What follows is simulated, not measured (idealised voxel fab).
This section sets out a process module, namely voxel gate over fins.
Shown is cross-section cut, with a width of 195 nm and square cells of size 5 nm.
Cross-section format: a grid of square cells, given as bands from top to bottom; each band is one or more rows of cells.
Top, bottom (nm), then materials left to right with widths (nm); lone material tagged "full width" fills the whole band edge to edge; "blank" = empty space.
Height is counted from the level 0, under which the received wafer is composed throughout of one material. The lowest of the bands is not closed at the bottom but continues downward, in the notation "z 0 and below".
Width: "30->40" (first number = top row, second number = bottom row, same change from row to row of cells).
For the purposes of this document, the phrase "left unchanged" attached to a step denotes that no cell within the cross-section was modified by that step.
If an empty space has no open way to the top and is at least 8 cells in size, "Enclosed cavities" lists it, written width x height at distance, where distance is measured from the left edge and every value is in nm.
That trailing text on a step's line, after the settings, is the simulator's own remark on the step.
Each step line may optionally specify "overlay nm", which for a step with a mask gives the rightward distance between the mask's planned place and where it lay, a negative value indicating the leftward direction.
Note: before/after cross-section pairs follow, one process step per pair, after-side truncated at the lowest changed band, step and settings given beneath. Different runs of this module on the same starting wafer may supply the pairs; a pair continues the one above only where the "Pre-step section" entry says so.
Pre-step section
z 15 to 10 | 15 blank | 45 TiAl | 15 blank | 45 TiAl | 15 blank | 45 TiAl | 15 blank
z 10 to 5 | 15 blank | 5 TiAl | 35 TiN | 5 TiAl | 15 blank | 5 TiAl | 35 TiN | 5 TiAl | 15 blank | 5 TiAl | 35 TiN | 5 TiAl | 15 blank
z 5 to 0 | 20 TiAl | 5 TiN | 25 HfO2 | 5 TiN | 25 TiAl | 5 TiN | 25 HfO2 | 5 TiN | 25 TiAl | 5 TiN | 25 HfO2 | 5 TiN | 20 TiAl
z 0 to -5 | 25 TiN | 5 HfO2 | 15 Si | 5 HfO2 | 35 TiN | 5 HfO2 | 15 Si | 5 HfO2 | 35 TiN | 5 HfO2 | 15 Si | 5 HfO2 | 25 TiN
z -5 to -10 | 20 HfO2 | 5 TiN | 5 HfO2 | 15 Si | 5 HfO2 | 5 TiN | 25 HfO2 | 5 TiN | 5 HfO2 | 15 Si | 5 HfO2 | 5 TiN | 25 HfO2 | 5 TiN | 5 HfO2 | 15 Si | 5 HfO2 | 5 TiN | 20 HfO2
z -10 to -15 | 15 SiO2 | 15 HfO2 | 15 Si | 15 HfO2 | 15 SiO2 | 15 HfO2 | 15 Si | 15 HfO2 | 15 SiO2 | 15 HfO2 | 15 Si | 15 HfO2 | 15 SiO2
z -15 to -20 | 30 SiO2 | 15 Si | 15 SiO2 | 5 TiN | 5 W | 5 TiN | 15 SiO2 | 15 Si | 45 SiO2 | 15 Si | 30 SiO2
z -20 to -25 | 30 SiO2 | 15 Si | 15 SiO2 | 15 TiN | 15 SiO2 | 15 Si | 45 SiO2 | 15 Si | 30 SiO2
z -25 to -30 | 30 SiO2 | 15 Si | 45 SiO2 | 15 Si | 45 SiO2 | 15 Si | 30 SiO2
z -30 and below | Si full width
Enclosed cavities: none
After the Step
z 20 to 15 | 10 blank | 55 TiN | 5 blank | 55 TiN | 5 blank | 55 TiN | 10 blank
z 15 to 10 | 10 blank | 5 TiN | 45 TiAl | 5 TiN | 5 blank | 5 TiN | 45 TiAl | 5 TiN | 5 blank | 5 TiN | 45 TiAl | 5 TiN | 10 blank
z 10 to 5 | 15 TiN | 5 TiAl | 35 TiN | 5 TiAl | 15 TiN | 5 TiAl | 35 TiN | 5 TiAl | 15 TiN | 5 TiAl | 35 TiN | 5 TiAl | 15 TiN
For the remainder of the cross-section, below 5, there is no change.
Enclosed cavities: none
Operation between the pre and post cross-sections above: CONFORMAL_DEP with material TiN, thk nm 5
Pre-step section: same picture as after in the pair right above, so we don't repeat it.
After the Step
z 35 to 20 | W full width
z 20 to 15 | 10 W | 55 TiN | 5 W | 55 TiN | 5 W | 55 TiN | 10 W
z 15 to 10 | 10 W | 5 TiN | 45 TiAl | 5 TiN | 5 W | 5 TiN | 45 TiAl | 5 TiN | 5 W | 5 TiN | 45 TiAl | 5 TiN | 10 W
For the remainder of the cross-section, below 10, there is no change.
Enclosed cavities: none
Operation between the pre and post cross-sections above: FILL_DEP with material W, thk nm 15
Pre-step section: same picture as after in the pair right above, so we don't repeat it.
After the Step
z 30 to 20 | W full width
For the remainder of the cross-section, below 20, there is no change.
Enclosed cavities: none
Operation between the pre and post cross-sections above: CMP with height nm 30
Pre-step section: same picture as after in the pair right above, so we don't repeat it.
After the Step
z 40 to 30 | SiCN full width
For the remainder of the cross-section, below 30, there is no change.
Enclosed cavities: none
Operation between the pre and post cross-sections above: CONFORMAL_DEP with material SiCN, thk nm 10
Pre-step section
z 20 to 5 | 30 blank | 15 aC | 45 blank | 15 aC | 45 blank | 15 aC | 30 blank
z 5 to 0 | 30 blank | 15 SiN | 45 blank | 15 SiN | 45 blank | 15 SiN | 30 blank
z 0 and below | Si full width
Enclosed cavities: none
After the Step
z 20 to 5 | 30 blank | 15 aC | 45 blank | 15 aC | 45 blank | 15 aC | 30 blank
z 5 to 0 | 30 blank | 15 SiN | 45 blank | 15 SiN | 45 blank | 15 SiN | 30 blank
z 0 to -20 | 30 blank | 15 Si | 45 blank | 15 Si | 45 blank | 15 Si | 30 blank
For the remainder of the cross-section, below -20, there is no change.
Enclosed cavities: none
Operation between the pre and post cross-sections above: DIRECTIONAL_ETCH with etch materials Si, depth nm 20
Pre-step section: same picture as after in the pair right above, so we don't repeat it.
After the Step
z 5 to 0 | 30 blank | 15 SiN | 45 blank | 15 SiN | 45 blank | 15 SiN | 30 blank
For the remainder of the cross-section, below 0, there is no change.
Enclosed cavities: none
Operation between the pre and post cross-sections above: STRIP with etch materials aC
Pre-step section: same picture as after in the pair right above, so we don't repeat it.
After the Step
z 15 to 5 | SiO2 full width
z 5 to 0 | 30 SiO2 | 15 SiN | 45 SiO2 | 15 SiN | 45 SiO2 | 15 SiN | 30 SiO2
z 0 to -20 | 30 SiO2 | 15 Si | 45 SiO2 | 15 Si | 45 SiO2 | 15 Si | 30 SiO2
For the remainder of the cross-section, below -20, there is no change.
Enclosed cavities: none
Operation between the pre and post cross-sections above: FILL_DEP with material SiO2, thk nm 10
Pre-step section: same picture as after in the pair right above, so we don't repeat it.
After the Step
z 5 to 0 | 30 SiO2 | 15 SiN | 45 SiO2 | 15 SiN | 45 SiO2 | 15 SiN | 30 SiO2
For the remainder of the cross-section, below 0, there is no change.
Enclosed cavities: none
Operation between the pre and post cross-sections above: CMP with height nm 5
Pre-step section: same picture as after in the pair right above, so we don't repeat it.
After the Step
z 5 to 0 | 30 SiO2 | 15 SiN | 15 SiO2 | 15 blank | 15 SiO2 | 15 SiN | 45 SiO2 | 15 SiN | 30 SiO2
z 0 to -20 | 30 SiO2 | 15 Si | 15 SiO2 | 15 blank | 15 SiO2 | 15 Si | 45 SiO2 | 15 Si | 30 SiO2
For the remainder of the cross-section, below -20, there is no change.
Enclosed cavities: none
Operation between the pre and post cross-sections above: MASKED_ETCH with tone open, mask id RAIL, width nm 15, etch materials SiO2, depth nm 30, overlay nm 0
Pre-step section: same picture as after in the pair right above, so we don't repeat it.
After the Step
z 10 to 5 | 65 TiN | 5 blank | 125 TiN
z 5 to 0 | 30 SiO2 | 15 SiN | 15 SiO2 | 5 TiN | 5 blank | 5 TiN | 15 SiO2 | 15 SiN | 45 SiO2 | 15 SiN | 30 SiO2
z 0 to -15 | 30 SiO2 | 15 Si | 15 SiO2 | 5 TiN | 5 blank | 5 TiN | 15 SiO2 | 15 Si | 45 SiO2 | 15 Si | 30 SiO2
z -15 to -20 | 30 SiO2 | 15 Si | 15 SiO2 | 15 TiN | 15 SiO2 | 15 Si | 45 SiO2 | 15 Si | 30 SiO2
For the remainder of the cross-section, below -20, there is no change.
Enclosed cavities: none
Operation between the pre and post cross-sections above: CONFORMAL_DEP with material TiN, thk nm 5
Pre-step section: same picture as after in the pair right above, so we don't repeat it.
After the Step
z 15 to 10 | W full width
z 10 to 5 | 65 TiN | 5 W | 125 TiN
z 5 to 0 | 30 SiO2 | 15 SiN | 15 SiO2 | 5 TiN | 5 W | 5 TiN | 15 SiO2 | 15 SiN | 45 SiO2 | 15 SiN | 30 SiO2
z 0 to -15 | 30 SiO2 | 15 Si | 15 SiO2 | 5 TiN | 5 W | 5 TiN | 15 SiO2 | 15 Si | 45 SiO2 | 15 Si | 30 SiO2
For the remainder of the cross-section, below -15, there is no change.
Enclosed cavities: none
Operation between the pre and post cross-sections above: FILL_DEP with material W, thk nm 5
Pre-step section: same picture as after in the pair right above, so we don't repeat it.
After the Step
z 5 to 0 | 30 SiO2 | 15 SiN | 15 SiO2 | 5 TiN | 5 W | 5 TiN | 15 SiO2 | 15 SiN | 45 SiO2 | 15 SiN | 30 SiO2
For the remainder of the cross-section, below 0, there is no change.
Enclosed cavities: none
Operation between the pre and post cross-sections above: CMP with height nm 5
Pre-step section: same picture as after in the pair right above, so we don't repeat it.
After the Step
z 5 to 0 | 30 SiO2 | 15 SiN | 15 SiO2 | 15 blank | 15 SiO2 | 15 SiN | 45 SiO2 | 15 SiN | 30 SiO2
z 0 to -15 | 30 SiO2 | 15 Si | 15 SiO2 | 15 blank | 15 SiO2 | 15 Si | 45 SiO2 | 15 Si | 30 SiO2
For the remainder of the cross-section, below -15, there is no change.
Enclosed cavities: none
Operation between the pre and post cross-sections above: SELECTIVE_ETCH with etch materials W Ru TiN, depth nm 20
Pre-step section: same picture as after in the pair right above, so we don't repeat it.
After the Step
z 10 to 5 | SiO2 full width
z 5 to 0 | 30 SiO2 | 15 SiN | 45 SiO2 | 15 SiN | 45 SiO2 | 15 SiN | 30 SiO2
z 0 to -15 | 30 SiO2 | 15 Si | 45 SiO2 | 15 Si | 45 SiO2 | 15 Si | 30 SiO2
For the remainder of the cross-section, below -15, there is no change.
Enclosed cavities: none
Operation between the pre and post cross-sections above: FILL_DEP with material SiO2, thk nm 5
Pre-step section: same picture as after in the pair right above, so we don't repeat it.
After the Step
z 5 to 0 | 30 SiO2 | 15 SiN | 45 SiO2 | 15 SiN | 45 SiO2 | 15 SiN | 30 SiO2
For the remainder of the cross-section, below 0, there is no change.
Enclosed cavities: none
Operation between the pre and post cross-sections above: CMP with height nm 5
Pre-step section: same picture as after in the pair right above, so we don't repeat it.
After the Step
z 5 to 0 | 30 blank | 15 SiN | 45 blank | 15 SiN | 45 blank | 15 SiN | 30 blank
z 0 to -10 | 30 blank | 15 Si | 45 blank | 15 Si | 45 blank | 15 Si | 30 blank
For the remainder of the cross-section, below -10, there is no change.
Enclosed cavities: none
Operation between the pre and post cross-sections above: SELECTIVE_ETCH with etch materials SiO2, depth nm 15
Pre-step section: same picture as after in the pair right above, so we don't repeat it.
After the Step
z 0 to -10 | 30 blank | 15 Si | 45 blank | 15 Si | 45 blank | 15 Si | 30 blank
For the remainder of the cross-section, below -10, there is no change.
Enclosed cavities: none
Operation between the pre and post cross-sections above: STRIP with etch materials SiN
Pre-step section: same picture as after in the pair right above, so we don't repeat it.
After the Step
z 5 to 0 | 25 blank | 25 HfO2 | 35 blank | 25 HfO2 | 35 blank | 25 HfO2 | 25 blank
z 0 to -5 | 25 blank | 5 HfO2 | 15 Si | 5 HfO2 | 35 blank | 5 HfO2 | 15 Si | 5 HfO2 | 35 blank | 5 HfO2 | 15 Si | 5 HfO2 | 25 blank
z -5 to -10 | 30 HfO2 | 15 Si | 45 HfO2 | 15 Si | 45 HfO2 | 15 Si | 30 HfO2
For the remainder of the cross-section, below -10, there is no change.
Enclosed cavities: none
Operation between the pre and post cross-sections above: CONFORMAL_DEP with material HfO2, thk nm 5
Pre-step section: same picture as after in the pair right above, so we don't repeat it.
After the Step
z 10 to 5 | 20 blank | 35 TiN | 25 blank | 35 TiN | 25 blank | 35 TiN | 20 blank
z 5 to 0 | 20 blank | 5 TiN | 25 HfO2 | 5 TiN | 25 blank | 5 TiN | 25 HfO2 | 5 TiN | 25 blank | 5 TiN | 25 HfO2 | 5 TiN | 20 blank
z 0 to -5 | 25 TiN | 5 HfO2 | 15 Si | 5 HfO2 | 35 TiN | 5 HfO2 | 15 Si | 5 HfO2 | 35 TiN | 5 HfO2 | 15 Si | 5 HfO2 | 25 TiN
For the remainder of the cross-section, below -5, there is no change.
Enclosed cavities: none
Operation between the pre and post cross-sections above: CONFORMAL_DEP with material TiN, thk nm 5
Pre-step section: same picture as after in the pair right above, so we don't repeat it.
After the Step
z 15 to 10 | 15 blank | 45 TiAl | 15 blank | 45 TiAl | 15 blank | 45 TiAl | 15 blank
z 10 to 5 | 15 blank | 5 TiAl | 35 TiN | 5 TiAl | 15 blank | 5 TiAl | 35 TiN | 5 TiAl | 15 blank | 5 TiAl | 35 TiN | 5 TiAl | 15 blank
z 5 to 0 | 20 TiAl | 5 TiN | 25 HfO2 | 5 TiN | 25 TiAl | 5 TiN | 25 HfO2 | 5 TiN | 25 TiAl | 5 TiN | 25 HfO2 | 5 TiN | 20 TiAl
For the remainder of the cross-section, below 0, there is no change.
Enclosed cavities: none
Operation between the pre and post cross-sections above: CONFORMAL_DEP with material TiAl, thk nm 5
Pre-step section: same picture as after in the pair right above, so we don't repeat it.
After the Step
z 20 to 15 | 10 blank | 55 TiN | 5 blank | 55 TiN | 5 blank | 55 TiN | 10 blank
z 15 to 10 | 10 blank | 5 TiN | 45 TiAl | 5 TiN | 5 blank | 5 TiN | 45 TiAl | 5 TiN | 5 blank | 5 TiN | 45 TiAl | 5 TiN | 10 blank
z 10 to 5 | 15 TiN | 5 TiAl | 35 TiN | 5 TiAl | 15 TiN | 5 TiAl | 35 TiN | 5 TiAl | 15 TiN | 5 TiAl | 35 TiN | 5 TiAl | 15 TiN
For the remainder of the cross-section, below 5, there is no change.
Enclosed cavities: none
Operation between the pre and post cross-sections above: CONFORMAL_DEP with material TiN, thk nm 5
Pre-step section: same picture as after in the pair right above, so we don't repeat it.
After the Step
z 35 to 20 | W full width
z 20 to 15 | 10 W | 55 TiN | 5 W | 55 TiN | 5 W | 55 TiN | 10 W
z 15 to 10 | 10 W | 5 TiN | 45 TiAl | 5 TiN | 5 W | 5 TiN | 45 TiAl | 5 TiN | 5 W | 5 TiN | 45 TiAl | 5 TiN | 10 W
For the remainder of the cross-section, below 10, there is no change.
Enclosed cavities: none
Operation between the pre and post cross-sections above: FILL_DEP with material W, thk nm 15
Pre-step section: same picture as after in the pair right above, so we don't repeat it.
After the Step
z 30 to 20 | W full width
For the remainder of the cross-section, below 20, there is no change.
Enclosed cavities: none
Operation between the pre and post cross-sections above: CMP with height nm 30
Pre-step section: same picture as after in the pair right above, so we don't repeat it.
After the Step
z 40 to 30 | SiCN full width
For the remainder of the cross-section, below 30, there is no change.
Enclosed cavities: none
Operation between the pre and post cross-sections above: CONFORMAL_DEP with material SiCN, thk nm 10
Pre-step section
z 5 to 0 | 30 SiO2 | 15 SiN | 45 SiO2 | 15 SiN | 45 SiO2 | 15 SiN | 30 SiO2
z 0 to -30 | 30 SiO2 | 15 Si | 45 SiO2 | 15 Si | 45 SiO2 | 15 Si | 30 SiO2
z -30 and below | Si full width
Enclosed cavities: none
After the Step
z 5 to 0 | 30 SiO2 | 15 SiN | 15 SiO2 | 20 blank | 10 SiO2 | 15 SiN | 45 SiO2 | 15 SiN | 30 SiO2
z 0 to -25 | 30 SiO2 | 15 Si | 15 SiO2 | 20 blank | 10 SiO2 | 15 Si | 45 SiO2 | 15 Si | 30 SiO2
For the remainder of the cross-section, below -25, there is no change.
Enclosed cavities: none
Operation between the pre and post cross-sections above: MASKED_ETCH with tone open, mask id RAIL, width nm 20, etch materials SiO2, depth nm 30, overlay nm 0
Pre-step section: same picture as after in the pair right above, so we don't repeat it.
After the Step
z 10 to 5 | 65 TiN | 10 blank | 120 TiN
z 5 to 0 | 30 SiO2 | 15 SiN | 15 SiO2 | 5 TiN | 10 blank | 5 TiN | 10 SiO2 | 15 SiN | 45 SiO2 | 15 SiN | 30 SiO2
z 0 to -20 | 30 SiO2 | 15 Si | 15 SiO2 | 5 TiN | 10 blank | 5 TiN | 10 SiO2 | 15 Si | 45 SiO2 | 15 Si | 30 SiO2
z -20 to -25 | 30 SiO2 | 15 Si | 15 SiO2 | 20 TiN | 10 SiO2 | 15 Si | 45 SiO2 | 15 Si | 30 SiO2
For the remainder of the cross-section, below -25, there is no change.
Enclosed cavities: none
Operation between the pre and post cross-sections above: CONFORMAL_DEP with material TiN, thk nm 5
Pre-step section: same picture as after in the pair right above, so we don't repeat it.
After the Step
z 15 to 10 | W full width
z 10 to 5 | 65 TiN | 10 W | 120 TiN
z 5 to 0 | 30 SiO2 | 15 SiN | 15 SiO2 | 5 TiN | 10 W | 5 TiN | 10 SiO2 | 15 SiN | 45 SiO2 | 15 SiN | 30 SiO2
z 0 to -20 | 30 SiO2 | 15 Si | 15 SiO2 | 5 TiN | 10 W | 5 TiN | 10 SiO2 | 15 Si | 45 SiO2 | 15 Si | 30 SiO2
For the remainder of the cross-section, below -20, there is no change.
Enclosed cavities: none
Operation between the pre and post cross-sections above: FILL_DEP with material W, thk nm 5
Pre-step section: same picture as after in the pair right above, so we don't repeat it.
After the Step
z 5 to 0 | 30 SiO2 | 15 SiN | 15 SiO2 | 5 TiN | 10 W | 5 TiN | 10 SiO2 | 15 SiN | 45 SiO2 | 15 SiN | 30 SiO2
For the remainder of the cross-section, below 0, there is no change.
Enclosed cavities: none
Operation between the pre and post cross-sections above: CMP with height nm 5
Pre-step section: same picture as after in the pair right above, so we don't repeat it.
After the Step
z 5 to 0 | 30 SiO2 | 15 SiN | 15 SiO2 | 20 blank | 10 SiO2 | 15 SiN | 45 SiO2 | 15 SiN | 30 SiO2
z 0 to -15 | 30 SiO2 | 15 Si | 15 SiO2 | 20 blank | 10 SiO2 | 15 Si | 45 SiO2 | 15 Si | 30 SiO2
For the remainder of the cross-section, below -15, there is no change.
Enclosed cavities: none
Operation between the pre and post cross-sections above: SELECTIVE_ETCH with etch materials W Ru TiN, depth nm 20
Pre-step section: same picture as after in the pair right above, so we don't repeat it.
After the Step
z 10 to 5 | SiO2 full width
z 5 to 0 | 30 SiO2 | 15 SiN | 45 SiO2 | 15 SiN | 45 SiO2 | 15 SiN | 30 SiO2
z 0 to -15 | 30 SiO2 | 15 Si | 45 SiO2 | 15 Si | 45 SiO2 | 15 Si | 30 SiO2
For the remainder of the cross-section, below -15, there is no change.
Enclosed cavities: none
Operation between the pre and post cross-sections above: FILL_DEP with material SiO2, thk nm 5
Pre-step section: same picture as after in the pair right above, so we don't repeat it.
After the Step
z 5 to 0 | 30 SiO2 | 15 SiN | 45 SiO2 | 15 SiN | 45 SiO2 | 15 SiN | 30 SiO2
For the remainder of the cross-section, below 0, there is no change.
Enclosed cavities: none
Operation between the pre and post cross-sections above: CMP with height nm 5
Pre-step section: same picture as after in the pair right above, so we don't repeat it.
After the Step
z 5 to 0 | 30 blank | 15 SiN | 45 blank | 15 SiN | 45 blank | 15 SiN | 30 blank
z 0 to -10 | 30 blank | 15 Si | 45 blank | 15 Si | 45 blank | 15 Si | 30 blank
For the remainder of the cross-section, below -10, there is no change.
Enclosed cavities: none
Operation between the pre and post cross-sections above: SELECTIVE_ETCH with etch materials SiO2, depth nm 15
Pre-step section: same picture as after in the pair right above, so we don't repeat it.
After the Step
z 0 to -10 | 30 blank | 15 Si | 45 blank | 15 Si | 45 blank | 15 Si | 30 blank
For the remainder of the cross-section, below -10, there is no change.
Enclosed cavities: none
Operation between the pre and post cross-sections above: STRIP with etch materials SiN
Pre-step section: same picture as after in the pair right above, so we don't repeat it.
After the Step
z 5 to 0 | 25 blank | 25 HfO2 | 35 blank | 25 HfO2 | 35 blank | 25 HfO2 | 25 blank
z 0 to -5 | 25 blank | 5 HfO2 | 15 Si | 5 HfO2 | 35 blank | 5 HfO2 | 15 Si | 5 HfO2 | 35 blank | 5 HfO2 | 15 Si | 5 HfO2 | 25 blank
z -5 to -10 | 30 HfO2 | 15 Si | 45 HfO2 | 15 Si | 45 HfO2 | 15 Si | 30 HfO2
For the remainder of the cross-section, below -10, there is no change.
Enclosed cavities: none
Operation between the pre and post cross-sections above: CONFORMAL_DEP with material HfO2, thk nm 5
Pre-step section: same picture as after in the pair right above, so we don't repeat it.
After the Step
z 10 to 5 | 20 blank | 35 TiN | 25 blank | 35 TiN | 25 blank | 35 TiN | 20 blank
z 5 to 0 | 20 blank | 5 TiN | 25 HfO2 | 5 TiN | 25 blank | 5 TiN | 25 HfO2 | 5 TiN | 25 blank | 5 TiN | 25 HfO2 | 5 TiN | 20 blank
z 0 to -5 | 25 TiN | 5 HfO2 | 15 Si | 5 HfO2 | 35 TiN | 5 HfO2 | 15 Si | 5 HfO2 | 35 TiN | 5 HfO2 | 15 Si | 5 HfO2 | 25 TiN
For the remainder of the cross-section, below -5, there is no change.
Enclosed cavities: none
Operation between the pre and post cross-sections above: CONFORMAL_DEP with material TiN, thk nm 5
Pre-step section: same picture as after in the pair right above, so we don't repeat it.
After the Step
z 15 to 10 | 15 blank | 45 TiAl | 15 blank | 45 TiAl | 15 blank | 45 TiAl | 15 blank
z 10 to 5 | 15 blank | 5 TiAl | 35 TiN | 5 TiAl | 15 blank | 5 TiAl | 35 TiN | 5 TiAl | 15 blank | 5 TiAl | 35 TiN | 5 TiAl | 15 blank
z 5 to 0 | 20 TiAl | 5 TiN | 25 HfO2 | 5 TiN | 25 TiAl | 5 TiN | 25 HfO2 | 5 TiN | 25 TiAl | 5 TiN | 25 HfO2 | 5 TiN | 20 TiAl
For the remainder of the cross-section, below 0, there is no change.
Enclosed cavities: none
Operation between the pre and post cross-sections above: CONFORMAL_DEP with material TiAl, thk nm 5
Pre-step section: same picture as after in the pair right above, so we don't repeat it.
After the Step
z 20 to 15 | 10 blank | 55 TiN | 5 blank | 55 TiN | 5 blank | 55 TiN | 10 blank
z 15 to 10 | 10 blank | 5 TiN | 45 TiAl | 5 TiN | 5 blank | 5 TiN | 45 TiAl | 5 TiN | 5 blank | 5 TiN | 45 TiAl | 5 TiN | 10 blank
z 10 to 5 | 15 TiN | 5 TiAl | 35 TiN | 5 TiAl | 15 TiN | 5 TiAl | 35 TiN | 5 TiAl | 15 TiN | 5 TiAl | 35 TiN | 5 TiAl | 15 TiN
For the remainder of the cross-section, below 5, there is no change.
Enclosed cavities: none
Operation between the pre and post cross-sections above: CONFORMAL_DEP with material TiN, thk nm 5
Pre-step section: same picture as after in the pair right above, so we don't repeat it.
After the Step
z 35 to 20 | W full width
z 20 to 15 | 10 W | 55 TiN | 5 W | 55 TiN | 5 W | 55 TiN | 10 W
z 15 to 10 | 10 W | 5 TiN | 45 TiAl | 5 TiN | 5 W | 5 TiN | 45 TiAl | 5 TiN | 5 W | 5 TiN | 45 TiAl | 5 TiN | 10 W
For the remainder of the cross-section, below 10, there is no change.
Enclosed cavities: none
Operation between the pre and post cross-sections above: FILL_DEP with material W, thk nm 15
Pre-step section: same picture as after in the pair right above, so we don't repeat it.
After the Step
z 30 to 20 | W full width
For the remainder of the cross-section, below 20, there is no change.
Enclosed cavities: none
Operation between the pre and post cross-sections above: CMP with height nm 30
Pre-step section: same picture as after in the pair right above, so we don't repeat it.
After the Step
z 40 to 30 | SiCN full width
For the remainder of the cross-section, below 30, there is no change.
Enclosed cavities: none
Operation between the pre and post cross-sections above: CONFORMAL_DEP with material SiCN, thk nm 10
Pre-step section
z 20 to 5 | aC full width
z 5 to 0 | SiN full width
z 0 and below | Si full width
Enclosed cavities: none
After the Step
z 50 to 20 | 40 blank | 15 resist | 45 blank | 15 resist | 45 blank | 15 resist | 20 blank
For the remainder of the cross-section, below 20, there is no change.
Enclosed cavities: none
Operation between the pre and post cross-sections above: PATTERN with tone cover, mask id FINS, material resist, width nm 15, pitch nm 60, thk nm 30, overlay nm 10
Pre-step section: same picture as after in the pair right above, so we don't repeat it.
After the Step
z 35 to 20 | 40 blank | 15 resist | 45 blank | 15 resist | 45 blank | 15 resist | 20 blank
z 20 to 5 | 40 blank | 15 aC | 45 blank | 15 aC | 45 blank | 15 aC | 20 blank
For the remainder of the cross-section, below 5, there is no change.
Enclosed cavities: none
Operation between the pre and post cross-sections above: DIRECTIONAL_ETCH with etch materials aC, depth nm 15
Pre-step section: same picture as after in the pair right above, so we don't repeat it.
After the Step
z 20 to 5 | 40 blank | 15 aC | 45 blank | 15 aC | 45 blank | 15 aC | 20 blank
For the remainder of the cross-section, below 5, there is no change.
Enclosed cavities: none
Operation between the pre and post cross-sections above: STRIP with etch materials resist
Pre-step section: same picture as after in the pair right above, so we don't repeat it.
After the Step
z 20 to 5 | 40 blank | 15 aC | 45 blank | 15 aC | 45 blank | 15 aC | 20 blank
z 5 to 0 | 40 blank | 15 SiN | 45 blank | 15 SiN | 45 blank | 15 SiN | 20 blank
For the remainder of the cross-section, below 0, there is no change.
Enclosed cavities: none
Operation between the pre and post cross-sections above: DIRECTIONAL_ETCH with etch materials SiN, depth nm 5
Pre-step section: same picture as after in the pair right above, so we don't repeat it.
After the Step
z 20 to 5 | 40 blank | 15 aC | 45 blank | 15 aC | 45 blank | 15 aC | 20 blank
z 5 to 0 | 40 blank | 15 SiN | 45 blank | 15 SiN | 45 blank | 15 SiN | 20 blank
z 0 to -30 | 40 blank | 15 Si | 45 blank | 15 Si | 45 blank | 15 Si | 20 blank
For the remainder of the cross-section, below -30, there is no change.
Enclosed cavities: none
Operation between the pre and post cross-sections above: DIRECTIONAL_ETCH with etch materials Si, depth nm 30
Pre-step section: same picture as after in the pair right above, so we don't repeat it.
After the Step
z 5 to 0 | 40 blank | 15 SiN | 45 blank | 15 SiN | 45 blank | 15 SiN | 20 blank
For the remainder of the cross-section, below 0, there is no change.
Enclosed cavities: none
Operation between the pre and post cross-sections above: STRIP with etch materials aC
Pre-step section: same picture as after in the pair right above, so we don't repeat it.
After the Step
z 15 to 5 | SiO2 full width
z 5 to 0 | 40 SiO2 | 15 SiN | 45 SiO2 | 15 SiN | 45 SiO2 | 15 SiN | 20 SiO2
z 0 to -30 | 40 SiO2 | 15 Si | 45 SiO2 | 15 Si | 45 SiO2 | 15 Si | 20 SiO2
For the remainder of the cross-section, below -30, there is no change.
Enclosed cavities: none
Operation between the pre and post cross-sections above: FILL_DEP with material SiO2, thk nm 10
Pre-step section: same picture as after in the pair right above, so we don't repeat it.
After the Step
z 5 to 0 | 40 SiO2 | 15 SiN | 45 SiO2 | 15 SiN | 45 SiO2 | 15 SiN | 20 SiO2
For the remainder of the cross-section, below 0, there is no change.
Enclosed cavities: none
Operation between the pre and post cross-sections above: CMP with height nm 5
Pre-step section: same picture as after in the pair right above, so we don't repeat it.
After the Step
z 5 to 0 | 40 SiO2 | 15 SiN | 5 SiO2 | 15 blank | 25 SiO2 | 15 SiN | 45 SiO2 | 15 SiN | 20 SiO2
z 0 to -25 | 40 SiO2 | 15 Si | 5 SiO2 | 15 blank | 25 SiO2 | 15 Si | 45 SiO2 | 15 Si | 20 SiO2
For the remainder of the cross-section, below -25, there is no change.
Enclosed cavities: none
Operation between the pre and post cross-sections above: MASKED_ETCH with tone open, mask id RAIL, width nm 15, etch materials SiO2, depth nm 30, overlay nm 0
Pre-step section: same picture as after in the pair right above, so we don't repeat it.
After the Step
z 10 to 5 | 65 TiN | 5 blank | 125 TiN
z 5 to 0 | 40 SiO2 | 15 SiN | 5 SiO2 | 5 TiN | 5 blank | 5 TiN | 25 SiO2 | 15 SiN | 45 SiO2 | 15 SiN | 20 SiO2
z 0 to -20 | 40 SiO2 | 15 Si | 5 SiO2 | 5 TiN | 5 blank | 5 TiN | 25 SiO2 | 15 Si | 45 SiO2 | 15 Si | 20 SiO2
z -20 to -25 | 40 SiO2 | 15 Si | 5 SiO2 | 15 TiN | 25 SiO2 | 15 Si | 45 SiO2 | 15 Si | 20 SiO2
For the remainder of the cross-section, below -25, there is no change.
Enclosed cavities: none
Operation between the pre and post cross-sections above: CONFORMAL_DEP with material TiN, thk nm 5
Pre-step section: same picture as after in the pair right above, so we don't repeat it.
After the Step
z 15 to 10 | W full width
z 10 to 5 | 65 TiN | 5 W | 125 TiN
z 5 to 0 | 40 SiO2 | 15 SiN | 5 SiO2 | 5 TiN | 5 W | 5 TiN | 25 SiO2 | 15 SiN | 45 SiO2 | 15 SiN | 20 SiO2
z 0 to -20 | 40 SiO2 | 15 Si | 5 SiO2 | 5 TiN | 5 W | 5 TiN | 25 SiO2 | 15 Si | 45 SiO2 | 15 Si | 20 SiO2
For the remainder of the cross-section, below -20, there is no change.
Enclosed cavities: none
Operation between the pre and post cross-sections above: FILL_DEP with material W, thk nm 5
Pre-step section: same picture as after in the pair right above, so we don't repeat it.
After the Step
z 5 to 0 | 40 SiO2 | 15 SiN | 5 SiO2 | 5 TiN | 5 W | 5 TiN | 25 SiO2 | 15 SiN | 45 SiO2 | 15 SiN | 20 SiO2
For the remainder of the cross-section, below 0, there is no change.
Enclosed cavities: none
Operation between the pre and post cross-sections above: CMP with height nm 5
Pre-step section: same picture as after in the pair right above, so we don't repeat it.
After the Step
z 5 to 0 | 40 SiO2 | 15 SiN | 5 SiO2 | 15 blank | 25 SiO2 | 15 SiN | 45 SiO2 | 15 SiN | 20 SiO2
z 0 to -15 | 40 SiO2 | 15 Si | 5 SiO2 | 15 blank | 25 SiO2 | 15 Si | 45 SiO2 | 15 Si | 20 SiO2
For the remainder of the cross-section, below -15, there is no change.
Enclosed cavities: none
Operation between the pre and post cross-sections above: SELECTIVE_ETCH with etch materials W Ru TiN, depth nm 20
Pre-step section: same picture as after in the pair right above, so we don't repeat it.
After the Step
z 10 to 5 | SiO2 full width
z 5 to 0 | 40 SiO2 | 15 SiN | 45 SiO2 | 15 SiN | 45 SiO2 | 15 SiN | 20 SiO2
z 0 to -15 | 40 SiO2 | 15 Si | 45 SiO2 | 15 Si | 45 SiO2 | 15 Si | 20 SiO2
For the remainder of the cross-section, below -15, there is no change.
Enclosed cavities: none
Operation between the pre and post cross-sections above: FILL_DEP with material SiO2, thk nm 5
Pre-step section: same picture as after in the pair right above, so we don't repeat it.
After the Step
z 5 to 0 | 40 SiO2 | 15 SiN | 45 SiO2 | 15 SiN | 45 SiO2 | 15 SiN | 20 SiO2
For the remainder of the cross-section, below 0, there is no change.
Enclosed cavities: none
Operation between the pre and post cross-sections above: CMP with height nm 5
